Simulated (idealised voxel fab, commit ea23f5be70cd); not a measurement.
process module | voxel self aligned contacts
cross-section cut | 270 nm wide | cells 5 nm
A cross-section is a grid of square cells, given in bands from the top down. A band is one or more rows of cells.
Each band's line starts with the height of the band's top and of its bottom, in nm. Then come its materials from left to right, each with its width in nm. One material with "throughout" fills the band from edge to edge. "air" is empty space.
Height 0 is the level under which the wafer as received is all one material. The lowest band goes on downwards, as in "0 down".
A width such as "30 to 40" changes by the same amount from each row of cells to the next, from the band's top row to its bottom row.
"no change" after a step means that no cell of the cross-section changed.
closed voids: empty space of 8 cells or more with no open way to the top, each as width x height at its distance from the left edge, in nm
after a step's settings: what the simulator itself notes on the step
overlay nm, on a step with a mask: how far to the right of its planned place the mask lay; to the left if negative
plan
1 op RECEIVE | material Si
2 op CONFORMAL_DEP | material SiO2 | thk nm 5
3 op DIRECTIONAL_DEP | material polySi | thk nm 25
4 op DIRECTIONAL_DEP | material SiN | thk nm 25
5 op DIRECTIONAL_DEP | material aC | thk nm 10
6 op PATTERN | tone cover | mask id GATE | material resist | width nm 30 | pitch nm 75 | thk nm 25 | overlay nm 0
7 op DIRECTIONAL_ETCH | etch materials aC | depth nm 10
8 op STRIP | etch materials resist
9 op DIRECTIONAL_ETCH | etch materials SiN | depth nm 25
10 op DIRECTIONAL_ETCH | etch materials polySi | depth nm 25
11 op STRIP | etch materials aC
12 op CONFORMAL_DEP | material SiN | thk nm 10
13 op DIRECTIONAL_ETCH | etch materials SiN | depth nm 10
14 op FILL_DEP | material SiO2 | thk nm 10
15 op CMP | height nm 60
16 op DIRECTIONAL_DEP | material aC | thk nm 10
17 op PATTERN | tone open | mask id CONTACT | material resist | width nm 55 | thk nm 30 | overlay nm 0
18 op DIRECTIONAL_ETCH | etch materials aC | depth nm 10
19 op STRIP | etch materials resist
20 op DIRECTIONAL_ETCH | etch materials SiO2 | depth nm 60
21 op STRIP | etch materials aC
22 op CONFORMAL_DEP | material TiN | thk nm 5
23 op FILL_DEP | material W | thk nm 5
24 op CMP | height nm 60
25 op CONFORMAL_DEP | material SiCN | thk nm 5
as received, after step 1
  0 down: Si throughout
  closed voids: none
a wafer at the end: this start, this plan, one mistake
  65 to 60: SiCN throughout
  60 to 55: SiO2 105 | TiN 15 | W 15 | TiN 25 | SiO2 110
  55 to 30: SiO2 65 | SiN 50 | TiN 5 | W 15 | TiN 5 | SiN 50 | SiO2 80
  30 to 5: SiO2 65 | SiN 10 | polySi 30 | SiN 10 | TiN 5 | W 15 | TiN 5 | SiN 10 | polySi 30 | SiN 10 | SiO2 80
  5 to 0: SiO2 115 | TiN 25 | SiO2 130
  0 down: Si throughout
  closed voids: none
what went wrong: step 6 ran as: op PATTERN | tone cover | mask id GATE | material resist | width nm 30 | pitch nm 75 | thk nm 25 | overlay nm -5
